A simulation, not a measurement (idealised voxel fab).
Process module in this document: voxel released beams
Cross-section cut: width 235 nm, square cells of 5 nm.
A cross-section is a grid of square cells, given in bands from the top down. A band is one or more rows of cells. Per band: top height and bottom height in nm, followed by the left-to-right materials and their widths in nm; "everywhere" marks a single material spanning edge to edge, "blank" marks empty space. Heads up on the height convention: 0 is the point under which the incoming wafer is all one material, and the lowest band has no bottom, it just keeps going down, like "0 down". Graded width ("30 to 40"): value in top row of band = first number; value in bottom row = second number; row-to-row change constant. Any step labelled "identical to before" changed none of the cells in the cross-section. "Completely sealed voids" contains a list of empty spaces, each no smaller than 8 cells and without an open way to the top, written in the form width x height at distance with the distance from the left edge and all three in nm. The remark found on a step's line after its settings is issued by the simulator itself and pertains to that step. overlay nm: on a step with a mask, how far right of its planned place the mask lay; negative means left.

### plan
step 1: RECEIVE with material Si
step 2: CONFORMAL_DEP with material Al2O3, thk nm 10
step 3: DIRECTIONAL_DEP with material SiO2, thk nm 15
step 4: MASKED_ETCH with tone open, mask id ANCHOR, width nm 30, etch materials SiO2, depth nm 15, overlay nm 0
step 5: CONFORMAL_DEP with material polySi, thk nm 10
step 6: MASKED_ETCH with tone cover, mask id BEAM, width nm 100, etch materials polySi, depth nm 10, overlay nm 0
step 7: STRIP with etch materials SiO2

### Cross-section of the incoming wafer, state after step 1
* 0 down | Si everywhere
* Completely sealed voids: none

### First wafer of two, sectioned at end of module; run went per plan
* 35 to 25 | blank: 65, polySi: 15, blank: 10, polySi: 75, blank: 70
* 25 to 20 | blank: 70, polySi: 10, blank: 10, polySi: 10, blank: 135
* 20 to 10 | blank: 70, polySi: 30, blank: 135
* 10 to 0 | Al2O3 everywhere
* 0 down | Si everywhere
* Completely sealed voids: none

### Wafer two cross-section, module end. Start and plan unchanged from wafer one; one mistake made during the run
* 35 to 25 | blank: 65, polySi: 15, blank: 10, polySi: 80, blank: 65
* 25 to 20 | blank: 70, polySi: 10, blank: 10, polySi: 10, blank: 135
* 20 to 10 | blank: 70, polySi: 30, blank: 135
* 10 to 0 | Al2O3 everywhere
* 0 down | Si everywhere
* Completely sealed voids: none
What was done differently from what was planned? step 6: run off-plan, actual operation and settings MASKED_ETCH with tone cover, mask id BEAM, width nm 105, etch materials polySi, depth nm 10, overlay nm 0
Once processing is complete, comparing cell counts shows that the second wafer has more or fewer of certain materials than the first: polySi: 2 more
